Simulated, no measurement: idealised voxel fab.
process module | voxel capacitor over wiring
cross-section cut | 270 nm wide | cells 5 nm
A cross-section is a grid of square cells, given in bands from the top down. A band is one or more rows of cells.
Each band's line starts with the height of the band's top and of its bottom, in nm. Then come its materials from left to right, each with its width in nm. One material with "throughout" fills the band from edge to edge. "air" is empty space.
Height 0 is the level under which the wafer as received is all one material. The lowest band goes on downwards, as in "0 down".
A width such as "30 to 40" changes by the same amount from each row of cells to the next, from the band's top row to its bottom row.
"no change" after a step means that no cell of the cross-section changed.
closed voids: empty space of 8 cells or more with no open way to the top, each as width x height at its distance from the left edge, in nm
after a step's settings: what the simulator itself notes on the step
overlay nm, on a step with a mask: how far to the right of its planned place the mask lay; to the left if negative
plan
1 op RECEIVE | material Si
2 op CONFORMAL_DEP | material SiO2 | thk nm 15
3 op CONFORMAL_DEP | material SiCN | thk nm 5
4 op DIRECTIONAL_DEP | material SiO2 | thk nm 20
5 op PATTERN | tone open | mask id METAL_1 | material resist | width nm 30 | pitch nm 80 | thk nm 20 | overlay nm 0
6 op DIRECTIONAL_ETCH | etch materials SiO2 | depth nm 20
7 op DIRECTIONAL_ETCH | etch materials SiCN | depth nm 5
8 op STRIP | etch materials resist
9 op CONFORMAL_DEP | material TiN | thk nm 5
10 op FILL_DEP | material Cu | thk nm 5
11 op CMP | height nm 40
12 op EPI | material Ru | thk nm 5
13 op FILL_DEP | material SiCN | thk nm 5
14 op DIRECTIONAL_DEP | material lowk | thk nm 20
15 op PATTERN | tone open | mask id PLUG_1 | material resist | width nm 15 | thk nm 15 | overlay nm 0
16 op DIRECTIONAL_ETCH | etch materials lowk | depth nm 20
17 op DIRECTIONAL_ETCH | etch materials SiCN | depth nm 5
18 op STRIP | etch materials resist
19 op EPI | material Ru | thk nm 10
20 op EPI | material Ru | thk nm 10
21 op EPI | material Ru | thk nm 5
22 op DIRECTIONAL_DEP | material TiN | thk nm 5
23 op DIRECTIONAL_DEP | material Al2O3 | thk nm 5
24 op DIRECTIONAL_DEP | material TiN | thk nm 10
25 op DIRECTIONAL_DEP | material aC | thk nm 15
26 op PATTERN | tone cover | mask id UPPER_PLATE | material resist | width nm 55 | thk nm 35 | overlay nm 0
27 op DIRECTIONAL_ETCH | etch materials aC | depth nm 15
28 op STRIP | etch materials resist
29 op DIRECTIONAL_ETCH | etch materials TiN | depth nm 10
30 op DIRECTIONAL_ETCH | etch materials Al2O3 | depth nm 5
31 op STRIP | etch materials aC
32 op MASKED_ETCH | tone cover | mask id LOWER_PLATE | width nm 65 | etch materials TiN | depth nm 5 | overlay nm 0
33 op FILL_DEP | material SiO2 | thk nm 20
34 op CMP | height nm 105
35 op PATTERN | tone open | mask id PLUG_2 | material resist | width nm 15 | thk nm 15 | overlay nm 0
36 op DIRECTIONAL_ETCH | etch materials SiO2 | depth nm 15
37 op STRIP | etch materials resist
38 op CONFORMAL_DEP | material TiN | thk nm 5
39 op FILL_DEP | material W | thk nm 10
40 op CMP | height nm 105
41 op CONFORMAL_DEP | material SiN | thk nm 5
first wafer, as planned
as received, after step 1
  0 down: Si throughout
  closed voids: none
after step 2
  15 to 0: SiO2 throughout
  below 0: unchanged
after step 3
  20 to 15: SiCN throughout
  below 15: unchanged
after step 4
  40 to 20: SiO2 throughout
  below 20: unchanged
after step 5
  60 to 40: resist 80 | air 30 | resist 50 | air 30 | resist 80
  below 40: unchanged
after step 6
  60 to 40: resist 80 | air 30 | resist 50 | air 30 | resist 80
  40 to 20: SiO2 80 | air 30 | SiO2 50 | air 30 | SiO2 80
  below 20: unchanged
after step 7
  60 to 40: resist 80 | air 30 | resist 50 | air 30 | resist 80
  40 to 20: SiO2 80 | air 30 | SiO2 50 | air 30 | SiO2 80
  20 to 15: SiCN 80 | air 30 | SiCN 50 | air 30 | SiCN 80
  below 15: unchanged
after step 8
  40 to 20: SiO2 80 | air 30 | SiO2 50 | air 30 | SiO2 80
  below 20: unchanged
after step 9
  45 to 40: TiN 85 | air 20 | TiN 60 | air 20 | TiN 85
  40 to 20: SiO2 80 | TiN 5 | air 20 | TiN 5 | SiO2 50 | TiN 5 | air 20 | TiN 5 | SiO2 80
  20 to 15: SiCN 80 | TiN 30 | SiCN 50 | TiN 30 | SiCN 80
  below 15: unchanged
after step 10
  50 to 45: Cu throughout
  45 to 40: TiN 85 | Cu 20 | TiN 60 | Cu 20 | TiN 85
  40 to 20: SiO2 80 | TiN 5 | Cu 20 | TiN 5 | SiO2 50 | TiN 5 | Cu 20 | TiN 5 | SiO2 80
  below 20: unchanged
after step 11
  40 to 20: SiO2 80 | TiN 5 | Cu 20 | TiN 5 | SiO2 50 | TiN 5 | Cu 20 | TiN 5 | SiO2 80
  below 20: unchanged
after step 12
  45 to 40: air 75 | Ru 40 | air 40 | Ru 40 | air 75
  below 40: unchanged
after step 13
  50 to 45: SiCN throughout
  45 to 40: SiCN 75 | Ru 40 | SiCN 40 | Ru 40 | SiCN 75
  below 40: unchanged
after step 14
  70 to 50: lowk throughout
  below 50: unchanged
after step 15
  85 to 70: resist 95 | air 15 | resist 160
  below 70: unchanged
after step 16
  85 to 70: resist 95 | air 15 | resist 160
  70 to 50: lowk 95 | air 15 | lowk 160
  below 50: unchanged
after step 17
  85 to 70: resist 95 | air 15 | resist 160
  70 to 50: lowk 95 | air 15 | lowk 160
  50 to 45: SiCN 95 | air 15 | SiCN 160
  below 45: unchanged
after step 18
  70 to 50: lowk 95 | air 15 | lowk 160
  below 50: unchanged
after step 19
  70 to 55: lowk 95 | air 15 | lowk 160
  55 to 50: lowk 95 | Ru 15 | lowk 160
  50 to 45: SiCN 95 | Ru 15 | SiCN 160
  below 45: unchanged
after step 20
  70 to 65: lowk 95 | air 15 | lowk 160
  65 to 50: lowk 95 | Ru 15 | lowk 160
  below 50: unchanged
after step 21
  70 to 50: lowk 95 | Ru 15 | lowk 160
  below 50: unchanged
after step 22
  75 to 70: TiN throughout
  below 70: unchanged
after step 23
  80 to 75: Al2O3 throughout
  below 75: unchanged
after step 24
  90 to 80: TiN throughout
  below 80: unchanged
after step 25
  105 to 90: aC throughout
  below 90: unchanged
after step 26
  140 to 105: air 95 | resist 55 | air 120
  below 105: unchanged
after step 27
  125 to 105: air 95 | resist 55 | air 120
  105 to 90: air 95 | aC 55 | air 120
  below 90: unchanged
after step 28
  105 to 90: air 95 | aC 55 | air 120
  below 90: unchanged
after step 29
  105 to 90: air 95 | aC 55 | air 120
  90 to 80: air 95 | TiN 55 | air 120
  below 80: unchanged
after step 30
  105 to 90: air 95 | aC 55 | air 120
  90 to 80: air 95 | TiN 55 | air 120
  80 to 75: air 95 | Al2O3 55 | air 120
  below 75: unchanged
after step 31
  90 to 80: air 95 | TiN 55 | air 120
  below 80: unchanged
after step 32
  90 to 80: air 95 | TiN 55 | air 120
  80 to 75: air 95 | Al2O3 55 | air 120
  75 to 70: air 90 | TiN 65 | air 115
  below 70: unchanged
after step 33
  110 to 90: SiO2 throughout
  90 to 80: SiO2 95 | TiN 55 | SiO2 120
  80 to 75: SiO2 95 | Al2O3 55 | SiO2 120
  75 to 70: SiO2 90 | TiN 65 | SiO2 115
  below 70: unchanged
after step 34
  105 to 90: SiO2 throughout
  below 90: unchanged
after step 35
  120 to 105: resist 105 | air 15 | resist 150
  below 105: unchanged
after step 36
  120 to 105: resist 105 | air 15 | resist 150
  105 to 90: SiO2 105 | air 15 | SiO2 150
  below 90: unchanged
after step 37
  105 to 90: SiO2 105 | air 15 | SiO2 150
  below 90: unchanged
after step 38
  110 to 105: TiN 110 | air 5 | TiN 155
  105 to 95: SiO2 105 | TiN 5 | air 5 | TiN 5 | SiO2 150
  95 to 90: SiO2 105 | TiN 15 | SiO2 150
  below 90: unchanged
after step 39
  120 to 110: W throughout
  110 to 105: TiN 110 | W 5 | TiN 155
  105 to 95: SiO2 105 | TiN 5 | W 5 | TiN 5 | SiO2 150
  below 95: unchanged
after step 40
  105 to 95: SiO2 105 | TiN 5 | W 5 | TiN 5 | SiO2 150
  below 95: unchanged
after step 41
  110 to 105: SiN throughout
  below 105: unchanged
second wafer: like start, like plan, one mistake. Through step 25 it matches the first wafer
when step 26 should have ended
  140 to 105: air 90 | resist 55 | air 125
  below 105: unchanged
when step 27 should have ended
  125 to 105: air 90 | resist 55 | air 125
  105 to 90: air 90 | aC 55 | air 125
  below 90: unchanged
when step 28 should have ended
  105 to 90: air 90 | aC 55 | air 125
  below 90: unchanged
when step 29 should have ended
  105 to 90: air 90 | aC 55 | air 125
  90 to 80: air 90 | TiN 55 | air 125
  below 80: unchanged
when step 30 should have ended
  105 to 90: air 90 | aC 55 | air 125
  90 to 80: air 90 | TiN 55 | air 125
  80 to 75: air 90 | Al2O3 55 | air 125
  below 75: unchanged
when step 31 should have ended
  90 to 80: air 90 | TiN 55 | air 125
  below 80: unchanged
when step 32 should have ended
  90 to 80: air 90 | TiN 55 | air 125
  80 to 75: air 90 | Al2O3 55 | air 125
  75 to 70: air 90 | TiN 65 | air 115
  below 70: unchanged
when step 33 should have ended
  110 to 90: SiO2 throughout
  90 to 80: SiO2 90 | TiN 55 | SiO2 125
  80 to 75: SiO2 90 | Al2O3 55 | SiO2 125
  75 to 70: SiO2 90 | TiN 65 | SiO2 115
  below 70: unchanged
when step 34 should have ended
  105 to 90: SiO2 throughout
  below 90: unchanged
when step 35 should have ended
  120 to 105: resist 105 | air 15 | resist 150
  below 105: unchanged
when step 36 should have ended
  120 to 105: resist 105 | air 15 | resist 150
  105 to 90: SiO2 105 | air 15 | SiO2 150
  below 90: unchanged
when step 37 should have ended
  105 to 90: SiO2 105 | air 15 | SiO2 150
  below 90: unchanged
when step 38 should have ended
  110 to 105: TiN 110 | air 5 | TiN 155
  105 to 95: SiO2 105 | TiN 5 | air 5 | TiN 5 | SiO2 150
  95 to 90: SiO2 105 | TiN 15 | SiO2 150
  below 90: unchanged
when step 39 should have ended
  120 to 110: W throughout
  110 to 105: TiN 110 | W 5 | TiN 155
  105 to 95: SiO2 105 | TiN 5 | W 5 | TiN 5 | SiO2 150
  below 95: unchanged
when step 40 should have ended
  105 to 95: SiO2 105 | TiN 5 | W 5 | TiN 5 | SiO2 150
  below 95: unchanged
when step 41 should have ended
  110 to 105: SiN throughout
  below 105: unchanged
what went wrong: step 26 ran as: op PATTERN | tone cover | mask id UPPER_PLATE | material resist | width nm 55 | thk nm 35 | overlay nm -5
at the end the second wafer has, in cells: as many of each material as the first, in other places
